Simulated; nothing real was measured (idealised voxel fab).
Documented hereafter: the process module known as voxel trench capacitor.
We display cut, a cross-section 225 nm in width whose square cells are each 5 nm.
In what follows, cross-sections appear as grids of square cells, described through bands that run from the top down, where every band is one or more rows of cells.
First you get the band's top height and its bottom height, in nm, and then the materials it's made of, left to right, with each width in nm. If you see a single material with "everywhere", that one covers the band edge to edge. "air" is empty space.
Counting heights begins at 0, where everything beneath is, in the wafer as received, one material. The lowest band has no bottom; it goes on downwards, as "from 0 down" shows.
Width "30->40": first value at the band's top row of cells, second value at its bottom row, equal change from row to row.
Where the words "no alteration" appear for a step, the cross-section shows no cell changed by that step; every cell remained as before.
Voids not open to the top, 8 cells minimum: see "Closed void list". Written width x height at distance; distance is from the left edge; nm.
On each step's line, the part that comes after the settings is the simulator's own comment on the step.
overlay nm: for a step with a mask, the amount by which the mask lay right of where it was planned; a negative amount means left of it.

# The following list gives the planned process steps
1,RECEIVE,material Si
2,CONFORMAL_DEP,material SiN,thk nm 10
3,DIRECTIONAL_DEP,material aC,thk nm 15
4,PATTERN,tone open,mask id TRENCH,material resist,width nm 25,pitch nm 50,thk nm 30,overlay nm 0
5,DIRECTIONAL_ETCH,etch materials aC,depth nm 15
6,STRIP,etch materials resist
7,DIRECTIONAL_ETCH,etch materials SiN,depth nm 10
8,DIRECTIONAL_ETCH,etch materials Si,depth nm 25
9,STRIP,etch materials aC
10,CONFORMAL_DEP,material HfO2,thk nm 5
11,CONFORMAL_DEP,material TiN,thk nm 5
12,FILL_DEP,material W,thk nm 5
13,CMP,height nm 10

# Step 1 complete: cross-section of the wafer as received
> from 0 down | Si everywhere
> Closed void list: none

# First of two wafers, end-of-module section, run followed plan
> from 10 to 0 | SiN 25 nm; HfO2 5 nm; TiN 5 nm; W 5 nm; TiN 5 nm; HfO2 5 nm; SiN 25 nm; HfO2 5 nm; TiN 5 nm; W 5 nm; TiN 5 nm; HfO2 5 nm; SiN 25 nm; HfO2 5 nm; TiN 5 nm; W 5 nm; TiN 5 nm; HfO2 5 nm; SiN 25 nm; HfO2 5 nm; TiN 5 nm; W 5 nm; TiN 5 nm; HfO2 5 nm; SiN 25 nm
> from 0 to -15 | Si 25 nm; HfO2 5 nm; TiN 5 nm; W 5 nm; TiN 5 nm; HfO2 5 nm; Si 25 nm; HfO2 5 nm; TiN 5 nm; W 5 nm; TiN 5 nm; HfO2 5 nm; Si 25 nm; HfO2 5 nm; TiN 5 nm; W 5 nm; TiN 5 nm; HfO2 5 nm; Si 25 nm; HfO2 5 nm; TiN 5 nm; W 5 nm; TiN 5 nm; HfO2 5 nm; Si 25 nm
> from -15 to -20 | Si 25 nm; HfO2 5 nm; TiN 15 nm; HfO2 5 nm; Si 25 nm; HfO2 5 nm; TiN 15 nm; HfO2 5 nm; Si 25 nm; HfO2 5 nm; TiN 15 nm; HfO2 5 nm; Si 25 nm; HfO2 5 nm; TiN 15 nm; HfO2 5 nm; Si 25 nm
> from -20 to -25 | Si 25 nm; HfO2 25 nm; Si 25 nm; HfO2 25 nm; Si 25 nm; HfO2 25 nm; Si 25 nm; HfO2 25 nm; Si 25 nm
> from -25 down | Si everywhere
> Closed void list: none

# Second of two wafers, module complete, sectioned: it shares the first wafer's start and plan but was run with one mistake
> from 10 to 0 | SiN 20 nm; HfO2 5 nm; TiN 5 nm; W 15 nm; TiN 5 nm; HfO2 5 nm; SiN 15 nm; HfO2 5 nm; TiN 5 nm; W 15 nm; TiN 5 nm; HfO2 5 nm; SiN 15 nm; HfO2 5 nm; TiN 5 nm; W 15 nm; TiN 5 nm; HfO2 5 nm; SiN 15 nm; HfO2 5 nm; TiN 5 nm; W 15 nm; TiN 5 nm; HfO2 5 nm; SiN 20 nm
> from 0 to -15 | Si 20 nm; HfO2 5 nm; TiN 5 nm; W 15 nm; TiN 5 nm; HfO2 5 nm; Si 15 nm; HfO2 5 nm; TiN 5 nm; W 15 nm; TiN 5 nm; HfO2 5 nm; Si 15 nm; HfO2 5 nm; TiN 5 nm; W 15 nm; TiN 5 nm; HfO2 5 nm; Si 15 nm; HfO2 5 nm; TiN 5 nm; W 15 nm; TiN 5 nm; HfO2 5 nm; Si 20 nm
> from -15 to -20 | Si 20 nm; HfO2 5 nm; TiN 25 nm; HfO2 5 nm; Si 15 nm; HfO2 5 nm; TiN 25 nm; HfO2 5 nm; Si 15 nm; HfO2 5 nm; TiN 25 nm; HfO2 5 nm; Si 15 nm; HfO2 5 nm; TiN 25 nm; HfO2 5 nm; Si 20 nm
> from -20 to -25 | Si 20 nm; HfO2 35 nm; Si 15 nm; HfO2 35 nm; Si 15 nm; HfO2 35 nm; Si 15 nm; HfO2 35 nm; Si 20 nm
> from -25 down | Si everywhere
> Closed void list: none
Nonconformance to the process plan: heads up, step 4 didn't go per plan, it actually ran as PATTERN,tone open,mask id TRENCH,material resist,width nm 35,pitch nm 50,thk nm 30,overlay nm 0
Final cells, second wafer relative to first, materials higher or lower: 8 more of HfO2; 40 fewer of Si; 16 fewer of SiN; 8 more of TiN; 40 more of W
